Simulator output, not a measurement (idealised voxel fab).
Process module, titled voxel wiring stack
Displayed cross-section: cut, width of 285 nm, square cells sized 5 nm.
Throughout this document, each cross-section is represented as a grid of square cells and is presented as a sequence of bands enumerated from the top downward, where a band comprises one or more rows of cells.
This entry defines a band. It first specifies the height of the band's top and the height of its bottom in nm, and then specifies the band's materials from left to right, stating each material with its width in nm. The word "full width" identifies a single material that fills the band from edge to edge, while the word "blank" identifies empty space.
We count height from 0. Below that, the starting wafer is all one material. The lowest band never ends at the bottom but goes on down; see "0 nm and below" for how that is written.
Read "30->40" as a graded width: first number on top, second number at the bottom, same change between each pair of neighbouring rows.
Any step labelled "nothing got changed" changed none of the cells in the cross-section.
Empty spaces without an open route to the top, at least 8 cells in extent, make up the entry "Unvented internal voids"; each is given as width x height at distance, where the distance is measured from the left edge, and all are in nm.
If you see something after the settings on a step's line, that's the simulator's own remark about that step.
The line of a step may include "overlay nm". On a step with a mask, this value is how far to the right of its planned place the mask lay. A negative value means the mask lay to the left.

[The steps planned for the process are as follows]
1) RECEIVE [material Si]
2) CONFORMAL_DEP [material SiO2] [thk nm 15]
3) DIRECTIONAL_DEP [material TiN] [thk nm 5]
4) DIRECTIONAL_DEP [material Ru] [thk nm 15]
5) PATTERN [tone cover] [mask id METAL_1] [material resist] [width nm 30] [pitch nm 45] [thk nm 15] [overlay nm 0]
6) DIRECTIONAL_ETCH [etch materials Ru] [depth nm 15]
7) DIRECTIONAL_ETCH [etch materials TiN] [depth nm 5]
8) STRIP [etch materials resist]
9) CONFORMAL_DEP [material SiCN] [thk nm 5]
10) FILL_DEP [material SiO2] [thk nm 10]
11) CMP [height nm 35]
12) CONFORMAL_DEP [material SiCN] [thk nm 5]
13) DIRECTIONAL_DEP [material lowk] [thk nm 20]
14) DIRECTIONAL_DEP [material aC] [thk nm 10]
15) PATTERN [tone open] [mask id PLUG_1] [material resist] [width nm 15] [thk nm 25] [overlay nm 0]
16) DIRECTIONAL_ETCH [etch materials aC] [depth nm 10]
17) STRIP [etch materials resist]
18) DIRECTIONAL_ETCH [etch materials lowk] [depth nm 20]
19) DIRECTIONAL_ETCH [etch materials SiCN] [depth nm 5]
20) STRIP [etch materials aC]
21) CONFORMAL_DEP [material TiN] [thk nm 5]
22) FILL_DEP [material W] [thk nm 10]
23) CMP [height nm 60]
24) CONFORMAL_DEP [material SiCN] [thk nm 5]
25) DIRECTIONAL_DEP [material SiO2] [thk nm 15]
26) MASKED_ETCH [tone open] [mask id METAL_2] [width nm 30] [pitch nm 45] [etch materials SiO2] [depth nm 15] [overlay nm 0]
27) MASKED_ETCH [tone open] [mask id METAL_2] [width nm 30] [pitch nm 45] [etch materials SiCN] [depth nm 5] [overlay nm 0]
28) CONFORMAL_DEP [material TiN] [thk nm 5]
29) FILL_DEP [material Cu] [thk nm 10]
30) CMP [height nm 80]
31) CONFORMAL_DEP [material SiCN] [thk nm 5]
32) DIRECTIONAL_DEP [material lowk] [thk nm 10]
33) MASKED_ETCH [tone open] [mask id PLUG_2] [width nm 15] [etch materials lowk] [depth nm 10] [overlay nm 0]
34) MASKED_ETCH [tone open] [mask id PLUG_2] [width nm 15] [etch materials SiCN] [depth nm 5] [overlay nm 0]
35) EPI [material Ru] [thk nm 10]
36) EPI [material Ru] [thk nm 5]
37) CONFORMAL_DEP [material SiN] [thk nm 5]
38) DIRECTIONAL_DEP [material SiO2] [thk nm 15]
39) DIRECTIONAL_DEP [material aC] [thk nm 15]
40) PATTERN [tone open] [mask id METAL_3] [material resist] [width nm 30] [pitch nm 45] [thk nm 35] [overlay nm 0]
41) DIRECTIONAL_ETCH [etch materials aC] [depth nm 15]
42) STRIP [etch materials resist]
43) DIRECTIONAL_ETCH [etch materials SiO2] [depth nm 15]
44) DIRECTIONAL_ETCH [etch materials SiN] [depth nm 5]
45) STRIP [etch materials aC]
46) CONFORMAL_DEP [material TiN] [thk nm 5]
47) FILL_DEP [material Ru] [thk nm 10]
48) CMP [height nm 115]
49) CONFORMAL_DEP [material SiCN] [thk nm 5]
50) DIRECTIONAL_DEP [material lowk] [thk nm 30]
51) PATTERN [tone open] [mask id METAL_4_HOLES] [material resist] [width nm 15] [thk nm 20] [overlay nm -15]
52) DIRECTIONAL_ETCH [etch materials lowk] [depth nm 30]
53) STRIP [etch materials resist]
54) PATTERN [tone open] [mask id METAL_4] [material resist] [width nm 30] [pitch nm 45] [thk nm 15] [overlay nm 0]
55) DIRECTIONAL_ETCH [etch materials lowk] [depth nm 20]
56) DIRECTIONAL_ETCH [etch materials SiCN] [depth nm 5]
57) STRIP [etch materials resist]
58) CONFORMAL_DEP [material TiN] [thk nm 5]
59) FILL_DEP [material Cu] [thk nm 5]
60) CMP [height nm 150]
61) CONFORMAL_DEP [material SiN] [thk nm 5]
The value of overlay nm given for step 51 in the plan refers to the first wafer; the wafers vary in this setting and are alike at the start.

[As-received state after step 1, first of several wafers, cross-section]
0 nm and below = Si full width
Unvented internal voids: none

[The first of several wafers, seen in cross-section after the module's last step, step 61]
155 nm to 150 nm = SiN full width
150 nm to 135 nm = 90 of lowk; 5 of TiN; 35 of Cu; 5 of TiN; 15 of lowk; 5 of TiN; 20 of Cu; 5 of TiN; 105 of lowk
135 nm to 130 nm = 90 of lowk; 5 of TiN; 5 of Cu; 35 of TiN; 15 of lowk; 30 of TiN; 105 of lowk
130 nm to 125 nm = 90 of lowk; 5 of TiN; 5 of Cu; 5 of TiN; 180 of lowk
125 nm to 120 nm = 90 of lowk; 15 of TiN; 180 of lowk
120 nm to 115 nm = SiCN full width
115 nm to 100 nm = 105 of SiO2; 5 of TiN; 20 of Ru; 5 of TiN; 15 of SiO2; 5 of TiN; 20 of Ru; 5 of TiN; 105 of SiO2
100 nm to 95 nm = 105 of SiN; 30 of TiN; 15 of SiN; 30 of TiN; 105 of SiN
95 nm to 85 nm = 105 of lowk; 15 of Ru; 165 of lowk
85 nm to 80 nm = 105 of SiCN; 15 of Ru; 165 of SiCN
80 nm to 65 nm = 105 of SiO2; 5 of TiN; 20 of Cu; 5 of TiN; 15 of SiO2; 5 of TiN; 20 of Cu; 5 of TiN; 105 of SiO2
65 nm to 60 nm = 105 of SiCN; 30 of TiN; 15 of SiCN; 30 of TiN; 105 of SiCN
60 nm to 40 nm = 105 of lowk; 5 of TiN; 5 of W; 5 of TiN; 165 of lowk
40 nm to 35 nm = 105 of SiCN; 15 of TiN; 165 of SiCN
35 nm to 20 nm = 100 of SiO2; 5 of SiCN; 30 of Ru; 5 of SiCN; 5 of SiO2; 5 of SiCN; 30 of Ru; 5 of SiCN; 100 of SiO2
20 nm to 15 nm = 105 of SiCN; 30 of TiN; 15 of SiCN; 30 of TiN; 105 of SiCN
15 nm to 0 nm = SiO2 full width
0 nm and below = Si full width
Unvented internal voids: none

[Last wafer, end of module, cross-section]
155 nm to 150 nm = SiN full width
150 nm to 135 nm = 105 of lowk; 5 of TiN; 20 of Cu; 5 of TiN; 15 of lowk; 5 of TiN; 20 of Cu; 5 of TiN; 105 of lowk
135 nm to 130 nm = 105 of lowk; 20 of TiN; 5 of Cu; 5 of TiN; 15 of lowk; 30 of TiN; 105 of lowk
130 nm to 120 nm = 120 of lowk; 5 of TiN; 5 of Cu; 5 of TiN; 150 of lowk
120 nm to 115 nm = 120 of SiCN; 15 of TiN; 150 of SiCN
115 nm to 100 nm = 105 of SiO2; 5 of TiN; 20 of Ru; 5 of TiN; 15 of SiO2; 5 of TiN; 20 of Ru; 5 of TiN; 105 of SiO2
100 nm to 95 nm = 105 of SiN; 30 of TiN; 15 of SiN; 30 of TiN; 105 of SiN
95 nm to 85 nm = 105 of lowk; 15 of Ru; 165 of lowk
85 nm to 80 nm = 105 of SiCN; 15 of Ru; 165 of SiCN
80 nm to 65 nm = 105 of SiO2; 5 of TiN; 20 of Cu; 5 of TiN; 15 of SiO2; 5 of TiN; 20 of Cu; 5 of TiN; 105 of SiO2
65 nm to 60 nm = 105 of SiCN; 30 of TiN; 15 of SiCN; 30 of TiN; 105 of SiCN
60 nm to 40 nm = 105 of lowk; 5 of TiN; 5 of W; 5 of TiN; 165 of lowk
40 nm to 35 nm = 105 of SiCN; 15 of TiN; 165 of SiCN
35 nm to 20 nm = 100 of SiO2; 5 of SiCN; 30 of Ru; 5 of SiCN; 5 of SiO2; 5 of SiCN; 30 of Ru; 5 of SiCN; 100 of SiO2
20 nm to 15 nm = 105 of SiCN; 30 of TiN; 15 of SiCN; 30 of TiN; 105 of SiCN
15 nm to 0 nm = SiO2 full width
0 nm and below = Si full width
Unvented internal voids: none

[Note: the following table is arranged by wafer, a row apiece. Each row reports the end-of-module state: per material, cells gained (+) or cells lost (-) compared with the wafer as received; closed voids follow]
overlay nm -15; +59 Cu; +69 Ru; +267 SiCN; +102 SiN; +564 SiO2; +102 TiN; +4 W; +600 lowk; Unvented internal voids: none
overlay nm -10; +56 Cu; +69 Ru; +266 SiCN; +102 SiN; +564 SiO2; +102 TiN; +4 W; +604 lowk; Unvented internal voids: none
overlay nm -5; +53 Cu; +69 Ru; +265 SiCN; +102 SiN; +564 SiO2; +102 TiN; +4 W; +608 lowk; Unvented internal voids: none
overlay nm 0; +51 Cu; +69 Ru; +264 SiCN; +102 SiN; +564 SiO2; +101 TiN; +4 W; +612 lowk; Unvented internal voids: none
overlay nm 5; +51 Cu; +69 Ru; +264 SiCN; +102 SiN; +564 SiO2; +101 TiN; +4 W; +612 lowk; Unvented internal voids: none
overlay nm 10; +51 Cu; +69 Ru; +264 SiCN; +102 SiN; +564 SiO2; +101 TiN; +4 W; +612 lowk; Unvented internal voids: none
overlay nm 15; +51 Cu; +69 Ru; +264 SiCN; +102 SiN; +564 SiO2; +101 TiN; +4 W; +612 lowk; Unvented internal voids: none
